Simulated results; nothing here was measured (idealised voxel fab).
You're looking at the process module voxel gate over fins.
Xsec cut, 155 nm wide, square cell size 5 nm.
Heads up, the way a cross-section reads in here is a grid of square cells, handed over as bands from the top down, with every band being one or more rows of cells. What a band's entry tells you: where the top is and where the bottom is, as heights in nm, and after that what lies inside, material by material from left to right, each with its width in nm. Empty space is written as the word "empty", and a single material marked with the word "edge to edge" occupies the band from edge to edge. Beneath 0, the wafer as received is one material, and that level is where height counting begins. The lowest band goes on downward without a bottom; it is written like "from 0 down". A width such as "30..40" changes by the same amount from each row of cells to the next, from the band's top row to its bottom row. Given "remains unaltered" for a step, no cell of the cross-section differs between before and after that step. Look at "Closed voids list" for the closed voids: empty spaces with no open path to the top, sized 8 cells or up. Each is width x height at distance, distance from the left edge, all nm. Anything after a step's settings on that line? It's the simulator's own note about the step. Among the settings permitted on a step's line is "overlay nm"; applied to a step with a mask, it specifies the extent to which the mask lay to the right of its planned position, whereas a negative figure signifies a position to the left.
BELOW IS THE LIST OF PLANNED PROCESS STEPS
1. op RECEIVE | material Si
2. op CONFORMAL_DEP | material SiN | thk nm 5
3. op MASKED_ETCH | tone cover | mask id FINS | width nm 15 | pitch nm 50 | etch materials SiN | depth nm 5 | overlay nm 0
4. op MASKED_ETCH | tone cover | mask id FINS | width nm 15 | pitch nm 50 | etch materials Si | depth nm 30 | overlay nm 0
5. op FILL_DEP | material SiO2 | thk nm 5
6. op CMP | height nm 5
7. op DIRECTIONAL_DEP | material aC | thk nm 10
8. op PATTERN | tone open | mask id RAIL | material resist | width nm 15 | thk nm 30 | overlay nm 0
9. op DIRECTIONAL_ETCH | etch materials aC | depth nm 10
10. op STRIP | etch materials resist
11. op DIRECTIONAL_ETCH | etch materials SiO2 | depth nm 30
12. op STRIP | etch materials aC
13. op CONFORMAL_DEP | material TiN | thk nm 5
14. op FILL_DEP | material W | thk nm 10
15. op CMP | height nm 5
16. op SELECTIVE_ETCH | etch materials W Ru TiN | depth nm 20
17. op FILL_DEP | material SiO2 | thk nm 5
18. op CMP | height nm 5
19. op SELECTIVE_ETCH | etch materials SiO2 | depth nm 15
20. op STRIP | etch materials SiN
21. op CONFORMAL_DEP | material HfO2 | thk nm 5
22. op CONFORMAL_DEP | material TiN | thk nm 5
23. op FILL_DEP | material W | thk nm 10
24. op CMP | height nm 15
25. op CONFORMAL_DEP | material SiCN | thk nm 10
AS RECEIVED (POST STEP 1): CROSS-SECTION
> from 0 down  Si edge to edge
> Closed voids list: none
FIRST OF TWO WAFERS, END-OF-MODULE SECTION, RUN FOLLOWED PLAN
> from 25 to 15  SiCN edge to edge
> from 15 to 10  W edge to edge
> from 10 to 5  10 of W; 35 of TiN; 15 of W; 35 of TiN; 15 of W; 35 of TiN; 10 of W
> from 5 to 0  10 of W; 5 of TiN; 25 of HfO2; 5 of TiN; 15 of W; 5 of TiN; 25 of HfO2; 5 of TiN; 15 of W; 5 of TiN; 25 of HfO2; 5 of TiN; 10 of W
> from 0 to -5  15 of TiN; 5 of HfO2; 15 of Si; 5 of HfO2; 25 of TiN; 5 of HfO2; 15 of Si; 5 of HfO2; 25 of TiN; 5 of HfO2; 15 of Si; 5 of HfO2; 15 of TiN
> from -5 to -10  20 of HfO2; 15 of Si; 35 of HfO2; 15 of Si; 35 of HfO2; 15 of Si; 20 of HfO2
> from -10 to -15  20 of SiO2; 15 of Si; 35 of SiO2; 15 of Si; 35 of SiO2; 15 of Si; 20 of SiO2
> from -15 to -20  20 of SiO2; 15 of Si; 10 of SiO2; 5 of TiN; 5 of W; 5 of TiN; 10 of SiO2; 15 of Si; 35 of SiO2; 15 of Si; 20 of SiO2
> from -20 to -25  20 of SiO2; 15 of Si; 10 of SiO2; 15 of TiN; 10 of SiO2; 15 of Si; 35 of SiO2; 15 of Si; 20 of SiO2
> from -25 to -30  20 of SiO2; 15 of Si; 35 of SiO2; 15 of Si; 35 of SiO2; 15 of Si; 20 of SiO2
> from -30 down  Si edge to edge
> Closed voids list: none
THE SECOND WAFER, SHOWN IN CROSS-SECTION AFTER THE MODULE: STARTED THE SAME WAY AS THE FIRST AND GIVEN THE SAME PLAN, YET ONE MISTAKE CREPT INTO HOW IT WAS RUN
> from 25 to 15  SiCN edge to edge
> from 15 to 10  35 of W; 35 of TiN; 85 of W
> from 10 to 5  10 of W; 30 of TiN; 25 of HfO2; 30 of TiN; 15 of W; 35 of TiN; 10 of W
> from 5 to 0  10 of W; 5 of TiN; 30 of HfO2; 5 of TiN; 5 of HfO2; 5 of TiN; 30 of HfO2; 5 of TiN; 15 of W; 5 of TiN; 25 of HfO2; 5 of TiN; 10 of W
> from 0 to -5  15 of TiN; 5 of HfO2; 15 of Si; 10 of HfO2; 5 of TiN; 5 of HfO2; 5 of TiN; 10 of HfO2; 15 of Si; 5 of HfO2; 25 of TiN; 5 of HfO2; 15 of Si; 5 of HfO2; 15 of TiN
> from -5 to -10  20 of HfO2; 15 of Si; 10 of HfO2; 5 of TiN; 5 of HfO2; 5 of TiN; 10 of HfO2; 15 of Si; 35 of HfO2; 15 of Si; 20 of HfO2
> from -10 to -15  20 of SiO2; 15 of Si; 10 of SiO2; 5 of TiN; 5 of SiO2; 5 of TiN; 10 of SiO2; 15 of Si; 35 of SiO2; 15 of Si; 20 of SiO2
> from -15 to -20  20 of SiO2; 15 of Si; 10 of SiO2; 5 of TiN; 5 of W; 5 of TiN; 10 of SiO2; 15 of Si; 35 of SiO2; 15 of Si; 20 of SiO2
> from -20 to -25  20 of SiO2; 15 of Si; 10 of SiO2; 15 of TiN; 10 of SiO2; 15 of Si; 35 of SiO2; 15 of Si; 20 of SiO2
> from -25 to -30  20 of SiO2; 15 of Si; 35 of SiO2; 15 of Si; 35 of SiO2; 15 of Si; 20 of SiO2
> from -30 down  Si edge to edge
> Closed voids list: none
Deviation noted in wafer processing: step 16 was processed under conditions differing from the plan, specifically as op SELECTIVE_ETCH | etch materials W | depth nm 20
Cell-count delta at end, second wafer over first, by material: 9 more of HfO2, 2 fewer of SiO2, 6 more of TiN, 13 fewer of W
